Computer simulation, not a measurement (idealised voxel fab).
The document below concerns the process module designated voxel double patterning.
Square cells of 5 nm make up the cross-section cut, whose width is 280 nm.
Reading order for cross-sections: top band down to bottom band. Underlying form: a grid of square cells. Band size: one or more rows of cells.
Top, bottom (nm), then materials left to right with widths (nm); lone material tagged "throughout" fills the whole band edge to edge; "air" = empty space.
Beneath 0, the wafer as received is one material, and that level is where height counting begins. The lowest band goes on downward without a bottom; it is written like "from 0 down".
The two numbers in a width such as "30..40" mark its ends across the band: the first belongs to the top row of cells, the second to the bottom row, and from each row to the next the width moves by the same amount.
Step marked "remained the same"? Then no cell in the cross-section changed in it.
The label "Sealed-off cavities" introduces a list of the empty spaces, 8 cells or larger, that have no open way up to the top; each entry in it reads width x height at distance, where the distance is taken from the left edge and all three are stated in nm.
Whatever follows a step's settings on its line is a remark the simulator itself makes about that step.
A step's line can hold "overlay nm"; with a mask on that step, the setting says how far right of the planned place the mask lay, while a negative setting says it lay to the left.
## Planned step list for the process
1 RECEIVE,material Si
2 CONFORMAL_DEP,material SiO2,thk nm 5
3 DIRECTIONAL_DEP,material TiN,thk nm 20
4 DIRECTIONAL_DEP,material SiCN,thk nm 5
5 PATTERN,tone open,mask id FIRST,material resist,width nm 15,pitch nm 50,thk nm 15,overlay nm 0
6 DIRECTIONAL_ETCH,etch materials SiCN,depth nm 5
7 STRIP,etch materials resist
8 PATTERN,tone open,mask id SECOND,material resist,width nm 15,thk nm 15,overlay nm 0
9 DIRECTIONAL_ETCH,etch materials SiCN,depth nm 5
10 STRIP,etch materials resist
11 DIRECTIONAL_ETCH,etch materials TiN,depth nm 20
12 STRIP,etch materials SiCN
## as received, after step 1
    from 0 down: Si throughout
    Sealed-off cavities: none
## Below is the wafer in cross-section after the module was completed. It began from the starting point shown above and followed the plan shown above, except that one mistake was made while running it
    from 25 to 15: 105 nm TiN | 15 nm air | 10 nm TiN | 15 nm air | 10 nm TiN | 15 nm air | 110 nm TiN
    from 15 to 5: TiN throughout
    from 5 to 0: SiO2 throughout
    from 0 down: Si throughout
    Sealed-off cavities: none
What broke from the plan during processing? planned and actual differ for step 11; actual: DIRECTIONAL_ETCH,etch materials TiN,depth nm 10
